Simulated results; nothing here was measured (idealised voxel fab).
A process module follows: voxel self aligned contacts.
Cross-section cut spans 260 nm and uses square cells 5 nm in size.
Cross-section, as written here: a square-cell grid given band by band from the top down, where a band holds one or more rows of cells. First you get the band's top height and its bottom height, in nm, and then the materials it's made of, left to right, with each width in nm. If you see a single material with "all across", that one covers the band edge to edge. "air" is empty space. Below 0: as-received wafer, all one material; heights counted from there. Lowest band: no bottom, goes on down, written "0..down". Read "30 to 40" as a graded width: first number on top, second number at the bottom, same change between each pair of neighbouring rows. It should be understood that the words "nothing got changed", when stated for a given step, signify that the cross-section underwent no change in any of its cells during that step. "Cavities, closed" means: voids of 8 cells or more that are shut off from the top with no open way through. Written width x height at distance, distance from the left edge, in nm. Note: text after step settings on the step line = simulator remark on that step. overlay nm: on a step with a mask, how far right of its planned place the mask lay; negative means left.
### Here's what the planned process steps look like
1) RECEIVE: material Si
2) OXIDIZE: depth nm 5
3) DIRECTIONAL_DEP: material polySi, thk nm 30
4) DIRECTIONAL_DEP: material SiN, thk nm 15
5) DIRECTIONAL_DEP: material aC, thk nm 10
6) PATTERN: tone cover, mask id GATE, material resist, width nm 30, pitch nm 55, thk nm 30, overlay nm 0
7) DIRECTIONAL_ETCH: etch materials aC, depth nm 10
8) STRIP: etch materials resist
9) DIRECTIONAL_ETCH: etch materials SiN, depth nm 15
10) DIRECTIONAL_ETCH: etch materials polySi, depth nm 30
11) STRIP: etch materials aC
12) CONFORMAL_DEP: material SiN, thk nm 5
13) DIRECTIONAL_ETCH: etch materials SiN, depth nm 5
14) FILL_DEP: material SiO2, thk nm 15
15) CMP: height nm 50
16) MASKED_ETCH: tone open, mask id CONTACT, width nm 35, etch materials SiO2, depth nm 55, overlay nm 0
17) CONFORMAL_DEP: material TiN, thk nm 5
18) FILL_DEP: material Ru, thk nm 5
19) CMP: height nm 50
20) CONFORMAL_DEP: material SiN, thk nm 5
### Cross-section of the wafer at receipt, which is the condition after step 1
* 0..down = Si all across
* Cavities, closed: none
### The first of the two wafers as seen in cross-section once the module was finished; processing followed the plan
* 55..50 = SiN all across
* 50..45 = SiO2 110 nm | TiN 15 nm | Ru 5 nm | TiN 15 nm | SiO2 115 nm
* 45..30 = SiO2 80 nm | SiN 40 nm | TiN 5 nm | Ru 5 nm | TiN 5 nm | SiN 40 nm | SiO2 85 nm
* 30..0 = SiO2 80 nm | SiN 5 nm | polySi 30 nm | SiN 5 nm | TiN 5 nm | Ru 5 nm | TiN 5 nm | SiN 5 nm | polySi 30 nm | SiN 5 nm | SiO2 85 nm
* 0..-5 = SiO2 120 nm | TiN 15 nm | SiO2 125 nm
* -5..down = Si all across
* Cavities, closed: none
### Cross-sectional view: second of two wafers, end of module; start and plan identical to the first, one mistake in running
* 55..50 = SiN all across
* 50..45 = SiO2 105 nm | TiN 20 nm | Ru 5 nm | TiN 10 nm | SiO2 120 nm
* 45..30 = SiO2 80 nm | SiN 40 nm | TiN 5 nm | Ru 5 nm | TiN 5 nm | SiN 40 nm | SiO2 85 nm
* 30..0 = SiO2 80 nm | SiN 5 nm | polySi 30 nm | SiN 5 nm | TiN 5 nm | Ru 5 nm | TiN 5 nm | SiN 5 nm | polySi 30 nm | SiN 5 nm | SiO2 85 nm
* 0..-5 = SiO2 120 nm | TiN 15 nm | SiO2 125 nm
* -5..down = Si all across
* Cavities, closed: none
Heads up, the wafer didn't run the way we planned it: step 16 deviated from plan and actually ran as MASKED_ETCH: tone open, mask id CONTACT, width nm 35, etch materials SiO2, depth nm 55, overlay nm -5
At the end, each material covers as many cells on the second wafer as it does on the first, though the cells it covers are elsewhere.
